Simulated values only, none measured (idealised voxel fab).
Process module in this document: voxel transistor to metal
Cross-section cut spans 285 nm and uses square cells 5 nm in size.
For the purposes of this document, a cross-section shall be understood as a grid of square cells, specified as bands listed in top-to-bottom order, each band consisting of one or more rows of cells. Heads up on the band format: heights come first, top then bottom, in nm. After that it's the materials left to right, each with its width in nm. A single material flagged "everywhere" fills the whole band edge to edge, and "blank" means there's empty space there. Counting heights begins at 0, where everything beneath is, in the wafer as received, one material. The lowest band has no bottom; it goes on downwards, as "0 and below" shows. The two numbers in a width such as "30->40" mark its ends across the band: the first belongs to the top row of cells, the second to the bottom row, and from each row to the next the width moves by the same amount. "nothing different" -> step changed no cross-section cell. In the "Sealed internal cavities" entry, you get each enclosed empty space of 8 cells or more, one with no open way to the top, written width x height at distance, distance from the left edge, in nm. after a step's settings: what the simulator itself notes on the step. "overlay nm" denotes, for a step that has a mask, the displacement of the mask to the right of its planned place, with negative values corresponding to the left.
# The planned process steps are enumerated hereunder
step 1: op RECEIVE | material Si
step 2: op OXIDIZE | depth nm 5
step 3: op CONFORMAL_DEP | material SiN | thk nm 10
step 4: op MASKED_ETCH | tone cover | mask id ACTIVE | width nm 110 | pitch nm 140 | etch materials SiN | depth nm 10 | overlay nm 0
step 5: op MASKED_ETCH | tone cover | mask id ACTIVE | width nm 110 | pitch nm 140 | etch materials SiO2 | depth nm 5 | overlay nm 0
step 6: op MASKED_ETCH | tone cover | mask id ACTIVE | width nm 110 | pitch nm 140 | etch materials Si | depth nm 35 | overlay nm 0
step 7: op OXIDIZE | depth nm 5
step 8: op FILL_DEP | material SiO2 | thk nm 5
step 9: op CMP | height nm 10
step 10: op SELECTIVE_ETCH | etch materials SiO2 | depth nm 10
step 11: op STRIP | etch materials SiN
step 12: op SELECTIVE_ETCH | etch materials SiO2 | depth nm 5
step 13: op OXIDIZE | depth nm 5
step 14: op DIRECTIONAL_DEP | material polySi | thk nm 30
step 15: op DIRECTIONAL_DEP | material SiCN | thk nm 15
step 16: op DIRECTIONAL_DEP | material aC | thk nm 15
step 17: op PATTERN | tone cover | mask id GATE | material resist | width nm 20 | pitch nm 140 | thk nm 30 | overlay nm 0
step 18: op DIRECTIONAL_ETCH | etch materials aC | depth nm 15
step 19: op STRIP | etch materials resist
step 20: op DIRECTIONAL_ETCH | etch materials SiCN | depth nm 25
step 21: op DIRECTIONAL_ETCH | etch materials polySi | depth nm 40
step 22: op STRIP | etch materials aC
step 23: op CONFORMAL_DEP | material SiO2 | thk nm 5
step 24: op DIRECTIONAL_ETCH | etch materials SiO2 | depth nm 5
step 25: op CONFORMAL_DEP | material SiN | thk nm 5
step 26: op DIRECTIONAL_ETCH | etch materials SiN | depth nm 5
step 27: op DIRECTIONAL_ETCH | etch materials SiO2 | depth nm 5
step 28: op EPI | material pSi | thk nm 5
step 29: op FILL_DEP | material SiO2 | thk nm 10
step 30: op CMP | height nm 40
step 31: op DIRECTIONAL_DEP | material SiO2 | thk nm 15
step 32: op PATTERN | tone open | mask id CONTACT | material resist | width nm 20 | pitch nm 70 | thk nm 20 | overlay nm 0
step 33: op DIRECTIONAL_ETCH | etch materials SiO2 | depth nm 60
step 34: op STRIP | etch materials resist
step 35: op CONFORMAL_DEP | material TiN | thk nm 5
step 36: op FILL_DEP | material W | thk nm 5
step 37: op CMP | height nm 55
step 38: op CONFORMAL_DEP | material SiCN | thk nm 5
step 39: op DIRECTIONAL_DEP | material SiO2 | thk nm 20
step 40: op PATTERN | tone open | mask id METAL_1 | material resist | width nm 20 | pitch nm 70 | thk nm 15 | overlay nm 0
step 41: op DIRECTIONAL_ETCH | etch materials SiO2 | depth nm 20
step 42: op DIRECTIONAL_ETCH | etch materials SiCN | depth nm 5
step 43: op STRIP | etch materials resist
step 44: op CONFORMAL_DEP | material TiN | thk nm 5
step 45: op FILL_DEP | material Cu | thk nm 10
step 46: op CMP | height nm 80
step 47: op CONFORMAL_DEP | material SiN | thk nm 5
# So, the first of our two wafers, run just as we planned it
# Delivered wafer in cross-section: state after step 1
- 0 and below  Si everywhere
- Sealed internal cavities: none
# Step 2 complete: cross-section through the wafer
- 0 down to -5  SiO2 everywhere
- Nothing below the height -5 has changed.
# Step 3 complete: cross-section through the wafer
- 10 down to 0  SiN everywhere
- Nothing below the height 0 has changed.
# Step 4 complete: cross-section through the wafer
- 10 down to 0  blank: 15 / SiN: 110 / blank: 30 / SiN: 110 / blank: 20
- Nothing below the height 0 has changed.
# Step 5 complete: cross-section through the wafer
- 10 down to 0  blank: 15 / SiN: 110 / blank: 30 / SiN: 110 / blank: 20
- 0 down to -5  blank: 15 / SiO2: 110 / blank: 30 / SiO2: 110 / blank: 20
- Nothing below the height -5 has changed.
# Step 6 complete: cross-section through the wafer
- 10 down to 0  blank: 15 / SiN: 110 / blank: 30 / SiN: 110 / blank: 20
- 0 down to -5  blank: 15 / SiO2: 110 / blank: 30 / SiO2: 110 / blank: 20
- -5 down to -40  blank: 15 / Si: 110 / blank: 30 / Si: 110 / blank: 20
- Nothing below the height -40 has changed.
# Step 7 complete: cross-section through the wafer
- 10 down to 0  blank: 15 / SiN: 110 / blank: 30 / SiN: 110 / blank: 20
- 0 down to -5  blank: 15 / SiO2: 110 / blank: 30 / SiO2: 110 / blank: 20
- -5 down to -40  blank: 15 / SiO2: 5 / Si: 100 / SiO2: 5 / blank: 30 / SiO2: 5 / Si: 100 / SiO2: 5 / blank: 20
- -40 down to -45  SiO2: 20 / Si: 100 / SiO2: 40 / Si: 100 / SiO2: 25
- Nothing below the height -45 has changed.
# Step 8 complete: cross-section through the wafer
- 15 down to 10  SiO2 everywhere
- 10 down to 0  SiO2: 15 / SiN: 110 / SiO2: 30 / SiN: 110 / SiO2: 20
- 0 down to -5  SiO2 everywhere
- -5 down to -45  SiO2: 20 / Si: 100 / SiO2: 40 / Si: 100 / SiO2: 25
- Nothing below the height -45 has changed.
# Step 9 complete: cross-section through the wafer
- 10 down to 0  SiO2: 15 / SiN: 110 / SiO2: 30 / SiN: 110 / SiO2: 20
- Nothing below the height 0 has changed.
# Step 10 complete: cross-section through the wafer
- 10 down to 0  blank: 15 / SiN: 110 / blank: 30 / SiN: 110 / blank: 20
- Nothing below the height 0 has changed.
# Step 11 complete: cross-section through the wafer
- 0 down to -5  SiO2 everywhere
- Nothing below the height -5 has changed.
# Step 12 complete: cross-section through the wafer
- -5 down to -45  SiO2: 20 / Si: 100 / SiO2: 40 / Si: 100 / SiO2: 25
- Nothing below the height -45 has changed.
# Step 13 complete: cross-section through the wafer
- -5 down to -10  SiO2 everywhere
- Nothing below the height -10 has changed.
# Step 14 complete: cross-section through the wafer
- 25 down to -5  polySi everywhere
- Nothing below the height -5 has changed.
# Step 15 complete: cross-section through the wafer
- 40 down to 25  SiCN everywhere
- Nothing below the height 25 has changed.
# Step 16 complete: cross-section through the wafer
- 55 down to 40  aC everywhere
- Nothing below the height 40 has changed.
# Step 17 complete: cross-section through the wafer
- 85 down to 55  blank: 60 / resist: 20 / blank: 120 / resist: 20 / blank: 65
- Nothing below the height 55 has changed.
# Step 18 complete: cross-section through the wafer
- 70 down to 55  blank: 60 / resist: 20 / blank: 120 / resist: 20 / blank: 65
- 55 down to 40  blank: 60 / aC: 20 / blank: 120 / aC: 20 / blank: 65
- Nothing below the height 40 has changed.
# Step 19 complete: cross-section through the wafer
- 55 down to 40  blank: 60 / aC: 20 / blank: 120 / aC: 20 / blank: 65
- Nothing below the height 40 has changed.
# Step 20 complete: cross-section through the wafer
- 55 down to 40  blank: 60 / aC: 20 / blank: 120 / aC: 20 / blank: 65
- 40 down to 25  blank: 60 / SiCN: 20 / blank: 120 / SiCN: 20 / blank: 65
- Nothing below the height 25 has changed.
# Step 21 complete: cross-section through the wafer
- 55 down to 40  blank: 60 / aC: 20 / blank: 120 / aC: 20 / blank: 65
- 40 down to 25  blank: 60 / SiCN: 20 / blank: 120 / SiCN: 20 / blank: 65
- 25 down to -5  blank: 60 / polySi: 20 / blank: 120 / polySi: 20 / blank: 65
- Nothing below the height -5 has changed.
# Step 22 complete: cross-section through the wafer
- 40 down to 25  blank: 60 / SiCN: 20 / blank: 120 / SiCN: 20 / blank: 65
- Nothing below the height 25 has changed.
# Step 23 complete: cross-section through the wafer
- 45 down to 40  blank: 55 / SiO2: 30 / blank: 110 / SiO2: 30 / blank: 60
- 40 down to 25  blank: 55 / SiO2: 5 / SiCN: 20 / SiO2: 5 / blank: 110 / SiO2: 5 / SiCN: 20 / SiO2: 5 / blank: 60
- 25 down to 0  blank: 55 / SiO2: 5 / polySi: 20 / SiO2: 5 / blank: 110 / SiO2: 5 / polySi: 20 / SiO2: 5 / blank: 60
- 0 down to -5  SiO2: 60 / polySi: 20 / SiO2: 120 / polySi: 20 / SiO2: 65
- Nothing below the height -5 has changed.
# Step 24 complete: cross-section through the wafer
- 40 down to 25  blank: 55 / SiO2: 5 / SiCN: 20 / SiO2: 5 / blank: 110 / SiO2: 5 / SiCN: 20 / SiO2: 5 / blank: 60
- 25 down to -5  blank: 55 / SiO2: 5 / polySi: 20 / SiO2: 5 / blank: 110 / SiO2: 5 / polySi: 20 / SiO2: 5 / blank: 60
- Nothing below the height -5 has changed.
# Step 25 complete: cross-section through the wafer
- 45 down to 40  blank: 50 / SiN: 40 / blank: 100 / SiN: 40 / blank: 55
- 40 down to 25  blank: 50 / SiN: 5 / SiO2: 5 / SiCN: 20 / SiO2: 5 / SiN: 5 / blank: 100 / SiN: 5 / SiO2: 5 / SiCN: 20 / SiO2: 5 / SiN: 5 / blank: 55
- 25 down to 0  blank: 50 / SiN: 5 / SiO2: 5 / polySi: 20 / SiO2: 5 / SiN: 5 / blank: 100 / SiN: 5 / SiO2: 5 / polySi: 20 / SiO2: 5 / SiN: 5 / blank: 55
- 0 down to -5  SiN: 55 / SiO2: 5 / polySi: 20 / SiO2: 5 / SiN: 110 / SiO2: 5 / polySi: 20 / SiO2: 5 / SiN: 60
- Nothing below the height -5 has changed.
# Step 26 complete: cross-section through the wafer
- 40 down to 25  blank: 50 / SiN: 5 / SiO2: 5 / SiCN: 20 / SiO2: 5 / SiN: 5 / blank: 100 / SiN: 5 / SiO2: 5 / SiCN: 20 / SiO2: 5 / SiN: 5 / blank: 55
- 25 down to -5  blank: 50 / SiN: 5 / SiO2: 5 / polySi: 20 / SiO2: 5 / SiN: 5 / blank: 100 / SiN: 5 / SiO2: 5 / polySi: 20 / SiO2: 5 / SiN: 5 / blank: 55
- Nothing below the height -5 has changed.
# Step 27 complete: cross-section through the wafer
- 40 down to 35  blank: 50 / SiN: 5 / blank: 5 / SiCN: 20 / blank: 5 / SiN: 5 / blank: 100 / SiN: 5 / blank: 5 / SiCN: 20 / blank: 5 / SiN: 5 / blank: 55
- 35 down to 25  blank: 50 / SiN: 5 / SiO2: 5 / SiCN: 20 / SiO2: 5 / SiN: 5 / blank: 100 / SiN: 5 / SiO2: 5 / SiCN: 20 / SiO2: 5 / SiN: 5 / blank: 55
- 25 down to -5  blank: 50 / SiN: 5 / SiO2: 5 / polySi: 20 / SiO2: 5 / SiN: 5 / blank: 100 / SiN: 5 / SiO2: 5 / polySi: 20 / SiO2: 5 / SiN: 5 / blank: 55
- -5 down to -10  blank: 50 / SiO2: 40 / blank: 100 / SiO2: 40 / blank: 55
- Nothing below the height -10 has changed.
# Step 28 complete: cross-section through the wafer
- 40 down to 35  blank: 50 / SiN: 5 / blank: 5 / SiCN: 20 / blank: 5 / SiN: 5 / blank: 100 / SiN: 5 / blank: 5 / SiCN: 20 / blank: 5 / SiN: 5 / blank: 55
- 35 down to 25  blank: 50 / SiN: 5 / SiO2: 5 / SiCN: 20 / SiO2: 5 / SiN: 5 / blank: 100 / SiN: 5 / SiO2: 5 / SiCN: 20 / SiO2: 5 / SiN: 5 / blank: 55
- 25 down to -5  blank: 50 / SiN: 5 / SiO2: 5 / polySi: 20 / SiO2: 5 / SiN: 5 / blank: 100 / SiN: 5 / SiO2: 5 / polySi: 20 / SiO2: 5 / SiN: 5 / blank: 55
- -5 down to -10  blank: 15 / pSi: 35 / SiO2: 40 / pSi: 35 / blank: 30 / pSi: 35 / SiO2: 40 / pSi: 35 / blank: 20
- Nothing below the height -10 has changed.
# Step 29 complete: cross-section through the wafer
- 50 down to 40  SiO2 everywhere
- 40 down to 25  SiO2: 50 / SiN: 5 / SiO2: 5 / SiCN: 20 / SiO2: 5 / SiN: 5 / SiO2: 100 / SiN: 5 / SiO2: 5 / SiCN: 20 / SiO2: 5 / SiN: 5 / SiO2: 55
- 25 down to -5  SiO2: 50 / SiN: 5 / SiO2: 5 / polySi: 20 / SiO2: 5 / SiN: 5 / SiO2: 100 / SiN: 5 / SiO2: 5 / polySi: 20 / SiO2: 5 / SiN: 5 / SiO2: 55
- -5 down to -10  SiO2: 15 / pSi: 35 / SiO2: 40 / pSi: 35 / SiO2: 30 / pSi: 35 / SiO2: 40 / pSi: 35 / SiO2: 20
- Nothing below the height -10 has changed.
# Step 30 complete: cross-section through the wafer
- 40 down to 25  SiO2: 50 / SiN: 5 / SiO2: 5 / SiCN: 20 / SiO2: 5 / SiN: 5 / SiO2: 100 / SiN: 5 / SiO2: 5 / SiCN: 20 / SiO2: 5 / SiN: 5 / SiO2: 55
- Nothing below the height 25 has changed.
# Step 31 complete: cross-section through the wafer
- 55 down to 40  SiO2 everywhere
- Nothing below the height 40 has changed.
# Step 32 complete: cross-section through the wafer
- 75 down to 55  resist: 25 / blank: 20 / resist: 50 / blank: 20 / resist: 50 / blank: 20 / resist: 50 / blank: 20 / resist: 30
- Nothing below the height 55 has changed.
# Step 33 complete: cross-section through the wafer
- 75 down to 55  resist: 25 / blank: 20 / resist: 50 / blank: 20 / resist: 50 / blank: 20 / resist: 50 / blank: 20 / resist: 30
- 55 down to 40  SiO2: 25 / blank: 20 / SiO2: 50 / blank: 20 / SiO2: 50 / blank: 20 / SiO2: 50 / blank: 20 / SiO2: 30
- 40 down to 25  SiO2: 25 / blank: 20 / SiO2: 5 / SiN: 5 / SiO2: 5 / SiCN: 20 / SiO2: 5 / SiN: 5 / SiO2: 5 / blank: 20 / SiO2: 50 / blank: 20 / SiO2: 5 / SiN: 5 / SiO2: 5 / SiCN: 20 / SiO2: 5 / SiN: 5 / SiO2: 5 / blank: 20 / SiO2: 30
- 25 down to -5  SiO2: 25 / blank: 20 / SiO2: 5 / SiN: 5 / SiO2: 5 / polySi: 20 / SiO2: 5 / SiN: 5 / SiO2: 5 / blank: 20 / SiO2: 50 / blank: 20 / SiO2: 5 / SiN: 5 / SiO2: 5 / polySi: 20 / SiO2: 5 / SiN: 5 / SiO2: 5 / blank: 20 / SiO2: 30
- Nothing below the height -5 has changed.
# Step 34 complete: cross-section through the wafer
- 55 down to 40  SiO2: 25 / blank: 20 / SiO2: 50 / blank: 20 / SiO2: 50 / blank: 20 / SiO2: 50 / blank: 20 / SiO2: 30
- Nothing below the height 40 has changed.
# Step 35 complete: cross-section through the wafer
- 60 down to 55  TiN: 30 / blank: 10 / TiN: 60 / blank: 10 / TiN: 60 / blank: 10 / TiN: 60 / blank: 10 / TiN: 35
- 55 down to 40  SiO2: 25 / TiN: 5 / blank: 10 / TiN: 5 / SiO2: 50 / TiN: 5 / blank: 10 / TiN: 5 / SiO2: 50 / TiN: 5 / blank: 10 / TiN: 5 / SiO2: 50 / TiN: 5 / blank: 10 / TiN: 5 / SiO2: 30
- 40 down to 25  SiO2: 25 / TiN: 5 / blank: 10 / TiN: 5 / SiO2: 5 / SiN: 5 / SiO2: 5 / SiCN: 20 / SiO2: 5 / SiN: 5 / SiO2: 5 / TiN: 5 / blank: 10 / TiN: 5 / SiO2: 50 / TiN: 5 / blank: 10 / TiN: 5 / SiO2: 5 / SiN: 5 / SiO2: 5 / SiCN: 20 / SiO2: 5 / SiN: 5 / SiO2: 5 / TiN: 5 / blank: 10 / TiN: 5 / SiO2: 30
- 25 down to 0  SiO2: 25 / TiN: 5 / blank: 10 / TiN: 5 / SiO2: 5 / SiN: 5 / SiO2: 5 / polySi: 20 / SiO2: 5 / SiN: 5 / SiO2: 5 / TiN: 5 / blank: 10 / TiN: 5 / SiO2: 50 / TiN: 5 / blank: 10 / TiN: 5 / SiO2: 5 / SiN: 5 / SiO2: 5 / polySi: 20 / SiO2: 5 / SiN: 5 / SiO2: 5 / TiN: 5 / blank: 10 / TiN: 5 / SiO2: 30
- 0 down to -5  SiO2: 25 / TiN: 20 / SiO2: 5 / SiN: 5 / SiO2: 5 / polySi: 20 / SiO2: 5 / SiN: 5 / SiO2: 5 / TiN: 20 / SiO2: 50 / TiN: 20 / SiO2: 5 / SiN: 5 / SiO2: 5 / polySi: 20 / SiO2: 5 / SiN: 5 / SiO2: 5 / TiN: 20 / SiO2: 30
- Nothing below the height -5 has changed.
# Step 36 complete: cross-section through the wafer
- 65 down to 60  W everywhere
- 60 down to 55  TiN: 30 / W: 10 / TiN: 60 / W: 10 / TiN: 60 / W: 10 / TiN: 60 / W: 10 / TiN: 35
- 55 down to 40  SiO2: 25 / TiN: 5 / W: 10 / TiN: 5 / SiO2: 50 / TiN: 5 / W: 10 / TiN: 5 / SiO2: 50 / TiN: 5 / W: 10 / TiN: 5 / SiO2: 50 / TiN: 5 / W: 10 / TiN: 5 / SiO2: 30
- 40 down to 25  SiO2: 25 / TiN: 5 / W: 10 / TiN: 5 / SiO2: 5 / SiN: 5 / SiO2: 5 / SiCN: 20 / SiO2: 5 / SiN: 5 / SiO2: 5 / TiN: 5 / W: 10 / TiN: 5 / SiO2: 50 / TiN: 5 / W: 10 / TiN: 5 / SiO2: 5 / SiN: 5 / SiO2: 5 / SiCN: 20 / SiO2: 5 / SiN: 5 / SiO2: 5 / TiN: 5 / W: 10 / TiN: 5 / SiO2: 30
- 25 down to 0  SiO2: 25 / TiN: 5 / W: 10 / TiN: 5 / SiO2: 5 / SiN: 5 / SiO2: 5 / polySi: 20 / SiO2: 5 / SiN: 5 / SiO2: 5 / TiN: 5 / W: 10 / TiN: 5 / SiO2: 50 / TiN: 5 / W: 10 / TiN: 5 / SiO2: 5 / SiN: 5 / SiO2: 5 / polySi: 20 / SiO2: 5 / SiN: 5 / SiO2: 5 / TiN: 5 / W: 10 / TiN: 5 / SiO2: 30
- Nothing below the height 0 has changed.
# Step 37 complete: cross-section through the wafer
- 55 down to 40  SiO2: 25 / TiN: 5 / W: 10 / TiN: 5 / SiO2: 50 / TiN: 5 / W: 10 / TiN: 5 / SiO2: 50 / TiN: 5 / W: 10 / TiN: 5 / SiO2: 50 / TiN: 5 / W: 10 / TiN: 5 / SiO2: 30
- Nothing below the height 40 has changed.
# Step 38 complete: cross-section through the wafer
- 60 down to 55  SiCN everywhere
- Nothing below the height 55 has changed.
# Step 39 complete: cross-section through the wafer
- 80 down to 60  SiO2 everywhere
- Nothing below the height 60 has changed.
# Step 40 complete: cross-section through the wafer
- 95 down to 80  resist: 25 / blank: 20 / resist: 50 / blank: 20 / resist: 50 / blank: 20 / resist: 50 / blank: 20 / resist: 30
- Nothing below the height 80 has changed.
# Step 41 complete: cross-section through the wafer
- 95 down to 80  resist: 25 / blank: 20 / resist: 50 / blank: 20 / resist: 50 / blank: 20 / resist: 50 / blank: 20 / resist: 30
- 80 down to 60  SiO2: 25 / blank: 20 / SiO2: 50 / blank: 20 / SiO2: 50 / blank: 20 / SiO2: 50 / blank: 20 / SiO2: 30
- Nothing below the height 60 has changed.
# Step 42 complete: cross-section through the wafer
- 95 down to 80  resist: 25 / blank: 20 / resist: 50 / blank: 20 / resist: 50 / blank: 20 / resist: 50 / blank: 20 / resist: 30
- 80 down to 60  SiO2: 25 / blank: 20 / SiO2: 50 / blank: 20 / SiO2: 50 / blank: 20 / SiO2: 50 / blank: 20 / SiO2: 30
- 60 down to 55  SiCN: 25 / blank: 20 / SiCN: 50 / blank: 20 / SiCN: 50 / blank: 20 / SiCN: 50 / blank: 20 / SiCN: 30
- Nothing below the height 55 has changed.
# Step 43 complete: cross-section through the wafer
- 80 down to 60  SiO2: 25 / blank: 20 / SiO2: 50 / blank: 20 / SiO2: 50 / blank: 20 / SiO2: 50 / blank: 20 / SiO2: 30
- Nothing below the height 60 has changed.
# Step 44 complete: cross-section through the wafer
- 85 down to 80  TiN: 30 / blank: 10 / TiN: 60 / blank: 10 / TiN: 60 / blank: 10 / TiN: 60 / blank: 10 / TiN: 35
- 80 down to 60  SiO2: 25 / TiN: 5 / blank: 10 / TiN: 5 / SiO2: 50 / TiN: 5 / blank: 10 / TiN: 5 / SiO2: 50 / TiN: 5 / blank: 10 / TiN: 5 / SiO2: 50 / TiN: 5 / blank: 10 / TiN: 5 / SiO2: 30
- 60 down to 55  SiCN: 25 / TiN: 20 / SiCN: 50 / TiN: 20 / SiCN: 50 / TiN: 20 / SiCN: 50 / TiN: 20 / SiCN: 30
- Nothing below the height 55 has changed.
# Step 45 complete: cross-section through the wafer
- 95 down to 85  Cu everywhere
- 85 down to 80  TiN: 30 / Cu: 10 / TiN: 60 / Cu: 10 / TiN: 60 / Cu: 10 / TiN: 60 / Cu: 10 / TiN: 35
- 80 down to 60  SiO2: 25 / TiN: 5 / Cu: 10 / TiN: 5 / SiO2: 50 / TiN: 5 / Cu: 10 / TiN: 5 / SiO2: 50 / TiN: 5 / Cu: 10 / TiN: 5 / SiO2: 50 / TiN: 5 / Cu: 10 / TiN: 5 / SiO2: 30
- Nothing below the height 60 has changed.
# Step 46 complete: cross-section through the wafer
- 80 down to 60  SiO2: 25 / TiN: 5 / Cu: 10 / TiN: 5 / SiO2: 50 / TiN: 5 / Cu: 10 / TiN: 5 / SiO2: 50 / TiN: 5 / Cu: 10 / TiN: 5 / SiO2: 50 / TiN: 5 / Cu: 10 / TiN: 5 / SiO2: 30
- Nothing below the height 60 has changed.
# Step 47 complete: cross-section through the wafer
- 85 down to 80  SiN everywhere
- Nothing below the height 80 has changed.
# Companion wafer, the second of two: same beginning, same intended sequence, one mistake in carrying it out; through step 37 inclusive it tracks the first exactly
# Second wafer: cross-section at the scheduled end of step 38
- 75 down to 55  SiO2 everywhere
- Nothing below the height 55 has changed.
# Second wafer: cross-section at the scheduled end of step 39
- 80 down to 75  SiCN everywhere
- Nothing below the height 75 has changed.
# Second wafer: cross-section at the scheduled end of step 40
- 95 down to 80  resist: 25 / blank: 20 / resist: 50 / blank: 20 / resist: 50 / blank: 20 / resist: 50 / blank: 20 / resist: 30
- Nothing below the height 80 has changed.
Second wafer: cross-section at the scheduled end of step 41: nothing different
# Second wafer: cross-section at the scheduled end of step 42
- 95 down to 80  resist: 25 / blank: 20 / resist: 50 / blank: 20 / resist: 50 / blank: 20 / resist: 50 / blank: 20 / resist: 30
- 80 down to 75  SiCN: 25 / blank: 20 / SiCN: 50 / blank: 20 / SiCN: 50 / blank: 20 / SiCN: 50 / blank: 20 / SiCN: 30
- Nothing below the height 75 has changed.
# Second wafer: cross-section at the scheduled end of step 43
- 80 down to 75  SiCN: 25 / blank: 20 / SiCN: 50 / blank: 20 / SiCN: 50 / blank: 20 / SiCN: 50 / blank: 20 / SiCN: 30
- Nothing below the height 75 has changed.
# Second wafer: cross-section at the scheduled end of step 44
- 85 down to 80  TiN: 30 / blank: 10 / TiN: 60 / blank: 10 / TiN: 60 / blank: 10 / TiN: 60 / blank: 10 / TiN: 35
- 80 down to 75  SiCN: 25 / TiN: 20 / SiCN: 50 / TiN: 20 / SiCN: 50 / TiN: 20 / SiCN: 50 / TiN: 20 / SiCN: 30
- Nothing below the height 75 has changed.
# Second wafer: cross-section at the scheduled end of step 45
- 95 down to 85  Cu everywhere
- 85 down to 80  TiN: 30 / Cu: 10 / TiN: 60 / Cu: 10 / TiN: 60 / Cu: 10 / TiN: 60 / Cu: 10 / TiN: 35
- Nothing below the height 80 has changed.
# Second wafer: cross-section at the scheduled end of step 46
- 80 down to 75  SiCN: 25 / TiN: 20 / SiCN: 50 / TiN: 20 / SiCN: 50 / TiN: 20 / SiCN: 50 / TiN: 20 / SiCN: 30
- Nothing below the height 75 has changed.
# Second wafer: cross-section at the scheduled end of step 47
- 85 down to 80  SiN everywhere
- Nothing below the height 80 has changed.
Misprocessing identified: it was found that steps 38 and 39 of the process plan had been performed in exchanged positions
Wrapping up, a cell-based count of both wafers puts the second over or under the first for these materials: -32 Cu | +64 SiO2 | -32 TiN
